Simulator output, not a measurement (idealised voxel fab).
process module | voxel local oxidation
cross-section cut | 275 nm wide | cells 5 nm
A cross-section is a grid of square cells, given in bands from the top down. A band is one or more rows of cells.
Each band's line starts with the height of the band's top and of its bottom, in nm. Then come its materials from left to right, each with its width in nm. One material with "throughout" fills the band from edge to edge. "air" is empty space.
Height 0 is the level under which the wafer as received is all one material. The lowest band goes on downwards, as in "0 down".
A width such as "30 to 40" changes by the same amount from each row of cells to the next, from the band's top row to its bottom row.
"no change" after a step means that no cell of the cross-section changed.
closed voids: empty space of 8 cells or more with no open way to the top, each as width x height at its distance from the left edge, in nm
after a step's settings: what the simulator itself notes on the step
overlay nm, on a step with a mask: how far to the right of its planned place the mask lay; to the left if negative
plan
1 op RECEIVE | material Si
2 op OXIDIZE | depth nm 5
3 op CONFORMAL_DEP | material SiN | thk nm 15
4 op PATTERN | tone cover | mask id ACTIVE | material resist | width nm 115 | thk nm 20 | overlay nm 0
5 op DIRECTIONAL_ETCH | etch materials SiN | depth nm 15
6 op STRIP | etch materials resist
7 op SELECTIVE_ETCH | etch materials SiO2 | depth nm 5
8 op OXIDIZE | depth nm 10
9 op STRIP | etch materials SiN
as received, after step 1
  0 down: Si throughout
  closed voids: none
a wafer at the end: this start, this plan, one mistake
  0 to -5: air 75 | SiO2 105 | air 95
  -5 to -15: SiO2 85 | Si 85 | SiO2 105
  -15 down: Si throughout
  closed voids: none
what went wrong: step 4 ran as: op PATTERN | tone cover | mask id ACTIVE | material resist | width nm 115 | thk nm 20 | overlay nm -10
